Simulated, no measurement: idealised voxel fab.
process module | voxel wiring stack
cross-section cut | 275 nm wide | cells 5 nm
A cross-section is a grid of square cells, given in bands from the top down. A band is one or more rows of cells.
Each band's line starts with the height of the band's top and of its bottom, in nm. Then come its materials from left to right, each with its width in nm. One material with "throughout" fills the band from edge to edge. "air" is empty space.
Height 0 is the level under which the wafer as received is all one material. The lowest band goes on downwards, as in "0 down".
A width such as "30 to 40" changes by the same amount from each row of cells to the next, from the band's top row to its bottom row.
"no change" after a step means that no cell of the cross-section changed.
closed voids: empty space of 8 cells or more with no open way to the top, each as width x height at its distance from the left edge, in nm
after a step's settings: what the simulator itself notes on the step
overlay nm, on a step with a mask: how far to the right of its planned place the mask lay; to the left if negative
plan
1 op RECEIVE | material Si
2 op CONFORMAL_DEP | material SiO2 | thk nm 10
3 op DIRECTIONAL_DEP | material TiN | thk nm 5
4 op DIRECTIONAL_DEP | material Ru | thk nm 20
5 op DIRECTIONAL_DEP | material aC | thk nm 10
6 op PATTERN | tone cover | mask id METAL_1 | material resist | width nm 25 | pitch nm 40 | thk nm 25 | overlay nm 0
7 op DIRECTIONAL_ETCH | etch materials aC | depth nm 10
8 op STRIP | etch materials resist
9 op DIRECTIONAL_ETCH | etch materials Ru | depth nm 20
10 op DIRECTIONAL_ETCH | etch materials TiN | depth nm 5
11 op STRIP | etch materials aC
12 op CONFORMAL_DEP | material SiN | thk nm 5
13 op FILL_DEP | material lowk | thk nm 5
14 op CMP | height nm 35
15 op CONFORMAL_DEP | material SiCN | thk nm 5
16 op DIRECTIONAL_DEP | material lowk | thk nm 20
17 op PATTERN | tone open | mask id PLUG_1 | material resist | width nm 15 | pitch nm 80 | thk nm 20 | overlay nm 0
18 op DIRECTIONAL_ETCH | etch materials lowk | depth nm 20
19 op DIRECTIONAL_ETCH | etch materials SiCN | depth nm 5
20 op STRIP | etch materials resist
21 op EPI | material Ru | thk nm 10
22 op EPI | material Ru | thk nm 10
23 op EPI | material Ru | thk nm 5
24 op DIRECTIONAL_DEP | material TiN | thk nm 5
25 op DIRECTIONAL_DEP | material W | thk nm 25
26 op DIRECTIONAL_DEP | material aC | thk nm 10
27 op PATTERN | tone cover | mask id METAL_2 | material resist | width nm 15 | pitch nm 40 | thk nm 30 | overlay nm 0
28 op DIRECTIONAL_ETCH | etch materials aC | depth nm 10
29 op STRIP | etch materials resist
30 op DIRECTIONAL_ETCH | etch materials W | depth nm 25
31 op DIRECTIONAL_ETCH | etch materials TiN | depth nm 5
32 op STRIP | etch materials aC
33 op FILL_DEP | material lowk | thk nm 10
34 op CMP | height nm 90
35 op CONFORMAL_DEP | material SiN | thk nm 5
varied across the wafers: width nm of step 27. The plan shows the first wafer's value. All wafers start alike
first wafer as received, after step 1
  0 down: Si throughout
  closed voids: none
first wafer at the end, after step 35
  95 to 90: SiN throughout
  90 to 65: lowk 70 | W 15 | lowk 25 | W 15 | lowk 25 | W 15 | lowk 25 | W 15 | lowk 70
  65 to 60: lowk 70 | TiN 15 | lowk 25 | TiN 15 | lowk 25 | TiN 15 | lowk 25 | TiN 15 | lowk 70
  60 to 40: lowk 65 | Ru 15 | lowk 65 | Ru 15 | lowk 115
  40 to 35: SiCN 65 | Ru 15 | SiCN 65 | Ru 15 | SiCN 115
  35 to 15: lowk 60 | SiN 5 | Ru 25 | SiN 5 | lowk 5 | SiN 5 | Ru 25 | SiN 5 | lowk 5 | SiN 5 | Ru 25 | SiN 5 | lowk 5 | SiN 5 | Ru 25 | SiN 5 | lowk 60
  15 to 10: SiN 65 | TiN 25 | SiN 15 | TiN 25 | SiN 15 | TiN 25 | SiN 15 | TiN 25 | SiN 65
  10 to 0: SiO2 throughout
  0 down: Si throughout
  closed voids: none
last wafer at the end
  95 to 90: SiN throughout
  90 to 65: lowk 65 | W 25 | lowk 15 | W 25 | lowk 15 | W 25 | lowk 15 | W 25 | lowk 65
  65 to 60: lowk 65 | TiN 25 | lowk 15 | TiN 25 | lowk 15 | TiN 25 | lowk 15 | TiN 25 | lowk 65
  60 to 40: lowk 65 | Ru 15 | lowk 65 | Ru 15 | lowk 115
  40 to 35: SiCN 65 | Ru 15 | SiCN 65 | Ru 15 | SiCN 115
  35 to 15: lowk 60 | SiN 5 | Ru 25 | SiN 5 | lowk 5 | SiN 5 | Ru 25 | SiN 5 | lowk 5 | SiN 5 | Ru 25 | SiN 5 | lowk 5 | SiN 5 | Ru 25 | SiN 5 | lowk 60
  15 to 10: SiN 65 | TiN 25 | SiN 15 | TiN 25 | SiN 15 | TiN 25 | SiN 15 | TiN 25 | SiN 65
  10 to 0: SiO2 throughout
  0 down: Si throughout
  closed voids: none
each wafer at the end: cells of each material gained (+) or lost (-) since it was received, then its closed voids
width nm 15 | +110 Ru | +49 SiCN | +122 SiN | +110 SiO2 | +32 TiN | +60 W | +562 lowk | closed voids: none
width nm 20 | +110 Ru | +49 SiCN | +122 SiN | +110 SiO2 | +36 TiN | +80 W | +538 lowk | closed voids: none
width nm 25 | +110 Ru | +49 SiCN | +122 SiN | +110 SiO2 | +40 TiN | +100 W | +514 lowk | closed voids: none
